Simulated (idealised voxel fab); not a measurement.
Documented hereafter: the process module known as voxel ribs on slabs.
The cross-section on display is named cut; it measures 175 nm wide, and its cells are 5 nm squares.
Think of the cross-section as a grid of square cells. We describe it in bands, top to bottom, and each band covers one or more rows of those cells. Look at the band entry: it leads with the top's height and the bottom's height in nm. Then it lists the materials left to right, with a width in nm for each. The word "throughout" on a single material says that material fills the band edge to edge. The word "blank" is empty space. Counting heights begins at 0, where everything beneath is, in the wafer as received, one material. The lowest band has no bottom; it goes on downwards, as "0 nm and below" shows. When a width is written as two numbers, as in "30 to 40", the first number is the width in the top row of cells of the band and the second is the width in its bottom row, and the width changes by the same amount from each row to the next. "no modification", as given for a step, is the statement that not any cell of the cross-section underwent a change during that step. "Unvented voids" enumerates empty spaces isolated from the top, with no open way to it, that contain at least 8 cells, giving each as width x height at distance from the left edge, all three in nm. On a step's line, text after the settings is the simulator commenting on that step. overlay nm: for a step with a mask, the amount by which the mask lay right of where it was planned; a negative amount means left of it.
# plan
1,RECEIVE with material Si
2,DIRECTIONAL_DEP with material SiO2, thk nm 30
3,DIRECTIONAL_DEP with material polySi, thk nm 25
4,MASKED_ETCH with tone cover, mask id RIB, width nm 25, etch materials polySi, depth nm 15, overlay nm 0
5,MASKED_ETCH with tone cover, mask id SLAB, width nm 65, etch materials polySi, depth nm 10, overlay nm 0
6,FILL_DEP with material SiO2, thk nm 25
7,CMP with height nm 70
8,DIRECTIONAL_DEP with material W, thk nm 5
9,MASKED_ETCH with tone cover, mask id HEATER, width nm 35, etch materials W, depth nm 5, overlay nm 0
10,CONFORMAL_DEP with material SiN, thk nm 5
# Delivered wafer in cross-section: state after step 1
0 nm and below | Si throughout
Unvented voids: none
# Cross-section, first of two wafers, end of module, run as planned
80 nm to 75 nm | blank 65 / SiN 45 / blank 65
75 nm to 70 nm | SiN 70 / W 35 / SiN 70
70 nm to 55 nm | SiO2 throughout
55 nm to 40 nm | SiO2 75 / polySi 25 / SiO2 75
40 nm to 30 nm | SiO2 55 / polySi 65 / SiO2 55
30 nm to 0 nm | SiO2 throughout
0 nm and below | Si throughout
Unvented voids: none
# Second of two wafers, module complete, sectioned: it shares the first wafer's start and plan but was run with one mistake
80 nm to 75 nm | blank 65 / SiN 45 / blank 65
75 nm to 70 nm | SiN 70 / W 35 / SiN 70
70 nm to 65 nm | SiO2 throughout
65 nm to 50 nm | SiO2 75 / polySi 25 / SiO2 75
50 nm to 40 nm | SiO2 55 / polySi 65 / SiO2 55
40 nm to 30 nm | polySi throughout
30 nm to 0 nm | SiO2 throughout
0 nm and below | Si throughout
Unvented voids: none
In executing the process, a mistake was made relative to the plan: it should be noted that step 3 was executed with settings other than those planned, the operation and settings actually applied being DIRECTIONAL_DEP with material polySi, thk nm 35
at the end the second wafer has, in cells: 70 fewer of SiO2, 70 more of polySi
